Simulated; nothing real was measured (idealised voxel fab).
Proc. module: voxel wiring stack
Square cells of 5 nm make up the cross-section cut, whose width is 290 nm.
A cross-section in this document is a grid of square cells, and it is written down as bands, the top band listed before the ones below it; a band is made up of one or more rows of cells.
The band entry comprises the height of the band's top followed by the height of its bottom, expressed in nm, and subsequently the band's materials from left to right, each stated together with its width in nm. Where a single material is marked with the word "full width", that material fills the band from edge to edge. The word "blank" represents empty space.
Below 0: as-received wafer, all one material; heights counted from there. Lowest band: no bottom, goes on down, written "0 nm and below".
The expression "30..40" gives the width at the extremes of the band, the first number at its top row of cells and the second at its bottom row, with the width changing by equal amounts from each row to the next in between.
The cross-section has no changed cell in any step marked "stayed the same".
"Completely sealed voids" enumerates empty spaces isolated from the top, with no open way to it, that contain at least 8 cells, giving each as width x height at distance from the left edge, all three in nm.
Heads up: the bit after the settings on a step's line is the simulator's remark on that step.
overlay nm: right-of-plan distance of the mask on a masked step; negative values mean left-of-plan.
The planned process steps are enumerated hereunder:
1 RECEIVE: material Si
2 CONFORMAL_DEP: material SiO2, thk nm 15
3 CONFORMAL_DEP: material SiCN, thk nm 5
4 DIRECTIONAL_DEP: material SiO2, thk nm 20
5 PATTERN: tone open, mask id METAL_1, material resist, width nm 30, pitch nm 50, thk nm 15, overlay nm 0
6 DIRECTIONAL_ETCH: etch materials SiO2, depth nm 20
7 DIRECTIONAL_ETCH: etch materials SiCN, depth nm 5
8 STRIP: etch materials resist
9 CONFORMAL_DEP: material TiN, thk nm 5
10 FILL_DEP: material Cu, thk nm 5
11 CMP: height nm 40
12 EPI: material Ru, thk nm 5
13 FILL_DEP: material SiCN, thk nm 5
14 DIRECTIONAL_DEP: material lowk, thk nm 20
15 DIRECTIONAL_DEP: material aC, thk nm 15
16 PATTERN: tone open, mask id PLUG_1, material resist, width nm 15, pitch nm 50, thk nm 35, overlay nm 0
17 DIRECTIONAL_ETCH: etch materials aC, depth nm 15
18 STRIP: etch materials resist
19 DIRECTIONAL_ETCH: etch materials lowk, depth nm 20
20 DIRECTIONAL_ETCH: etch materials SiCN, depth nm 5
21 STRIP: etch materials aC
22 CONFORMAL_DEP: material TiN, thk nm 5
23 FILL_DEP: material Ru, thk nm 5
24 CMP: height nm 70
25 CONFORMAL_DEP: material SiN, thk nm 5
26 DIRECTIONAL_DEP: material lowk, thk nm 15
27 MASKED_ETCH: tone open, mask id METAL_2, width nm 30, pitch nm 50, etch materials lowk, depth nm 15, overlay nm 0
28 MASKED_ETCH: tone open, mask id METAL_2, width nm 30, pitch nm 50, etch materials SiN, depth nm 5, overlay nm 0
29 CONFORMAL_DEP: material TiN, thk nm 5
30 FILL_DEP: material Cu, thk nm 10
31 CMP: height nm 90
32 CONFORMAL_DEP: material SiCN, thk nm 5
Incoming wafer in cross-section (state: after step 1):
> 0 nm and below = Si full width
> Completely sealed voids: none
Same starting wafer, same plan as above, one mistake in the execution; this is the cross-section at the end of the module:
> 95 nm to 90 nm = SiCN full width
> 90 nm to 75 nm = 55 of lowk; 5 of TiN; 20 of Cu; 5 of TiN; 20 of lowk; 5 of TiN; 20 of Cu; 5 of TiN; 20 of lowk; 5 of TiN; 20 of Cu; 5 of TiN; 20 of lowk; 5 of TiN; 20 of Cu; 5 of TiN; 55 of lowk
> 75 nm to 70 nm = 55 of SiN; 30 of TiN; 20 of SiN; 30 of TiN; 20 of SiN; 30 of TiN; 20 of SiN; 30 of TiN; 55 of SiN
> 70 nm to 50 nm = 55 of lowk; 5 of TiN; 5 of Ru; 5 of TiN; 35 of lowk; 5 of TiN; 5 of Ru; 5 of TiN; 35 of lowk; 5 of TiN; 5 of Ru; 5 of TiN; 35 of lowk; 5 of TiN; 5 of Ru; 5 of TiN; 70 of lowk
> 50 nm to 45 nm = 55 of SiCN; 15 of TiN; 35 of SiCN; 15 of TiN; 35 of SiCN; 15 of TiN; 35 of SiCN; 15 of TiN; 70 of SiCN
> 45 nm to 40 nm = 60 of Ru; 20 of SiCN; 30 of Ru; 20 of SiCN; 30 of Ru; 20 of SiCN; 30 of Ru; 20 of SiCN; 60 of Ru
> 40 nm to 20 nm = 50 of Cu; 5 of TiN; 30 of SiO2; 5 of TiN; 10 of Cu; 5 of TiN; 30 of SiO2; 5 of TiN; 10 of Cu; 5 of TiN; 30 of SiO2; 5 of TiN; 10 of Cu; 5 of TiN; 30 of SiO2; 5 of TiN; 50 of Cu
> 20 nm to 15 nm = 55 of TiN; 30 of SiCN; 20 of TiN; 30 of SiCN; 20 of TiN; 30 of SiCN; 20 of TiN; 30 of SiCN; 55 of TiN
> 15 nm to 0 nm = SiO2 full width
> 0 nm and below = Si full width
> Completely sealed voids: none
Finding, execution versus plan: contrary to plan, step 5 was performed as PATTERN: tone cover, mask id METAL_1, material resist, width nm 30, pitch nm 50, thk nm 15, overlay nm 0
